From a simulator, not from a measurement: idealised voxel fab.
process module | voxel released beams
cross-section cut | 210 nm wide | cells 5 nm
A cross-section is a grid of square cells, given in bands from the top down. A band is one or more rows of cells.
Each band's line starts with the height of the band's top and of its bottom, in nm. Then come its materials from left to right, each with its width in nm. One material with "throughout" fills the band from edge to edge. "air" is empty space.
Height 0 is the level under which the wafer as received is all one material. The lowest band goes on downwards, as in "0 down".
A width such as "30 to 40" changes by the same amount from each row of cells to the next, from the band's top row to its bottom row.
"no change" after a step means that no cell of the cross-section changed.
closed voids: empty space of 8 cells or more with no open way to the top, each as width x height at its distance from the left edge, in nm
after a step's settings: what the simulator itself notes on the step
overlay nm, on a step with a mask: how far to the right of its planned place the mask lay; to the left if negative
plan
1 op RECEIVE | material Si
2 op CONFORMAL_DEP | material SiN | thk nm 5
3 op DIRECTIONAL_DEP | material SiO2 | thk nm 10
4 op DIRECTIONAL_DEP | material aC | thk nm 15
5 op PATTERN | tone open | mask id ANCHOR | material resist | width nm 35 | thk nm 35 | overlay nm 0
6 op DIRECTIONAL_ETCH | etch materials aC | depth nm 15
7 op STRIP | etch materials resist
8 op DIRECTIONAL_ETCH | etch materials SiO2 | depth nm 10
9 op STRIP | etch materials aC
10 op CONFORMAL_DEP | material W | thk nm 15
11 op DIRECTIONAL_DEP | material aC | thk nm 15
12 op PATTERN | tone cover | mask id BEAM | material resist | width nm 120 | thk nm 30 | overlay nm 0
13 op DIRECTIONAL_ETCH | etch materials aC | depth nm 15
14 op STRIP | etch materials resist
15 op DIRECTIONAL_ETCH | etch materials W | depth nm 15
16 op STRIP | etch materials aC
17 op STRIP | etch materials SiO2
as received, after step 1
  0 down: Si throughout
  closed voids: none
first wafer at the end, as planned
  30 to 20: air 40 | W 20 | air 5 | W 95 | air 50
  20 to 15: air 40 | W 120 | air 50
  15 to 5: air 45 | W 35 | air 130
  5 to 0: SiN throughout
  0 down: Si throughout
  closed voids: none
second wafer at the end: like start, like plan, one mistake
  20 to 10: air 40 to 45 | W 10 to 5 | air 25 | W 85 to 5 | air 50 to 130
  10 to 5: air 45 | W 35 | air 130
  5 to 0: SiN throughout
  0 down: Si throughout
  closed voids: none
what went wrong: step 10 ran as: op CONFORMAL_DEP | material W | thk nm 5
at the end the second wafer has, in cells: 56 fewer of W
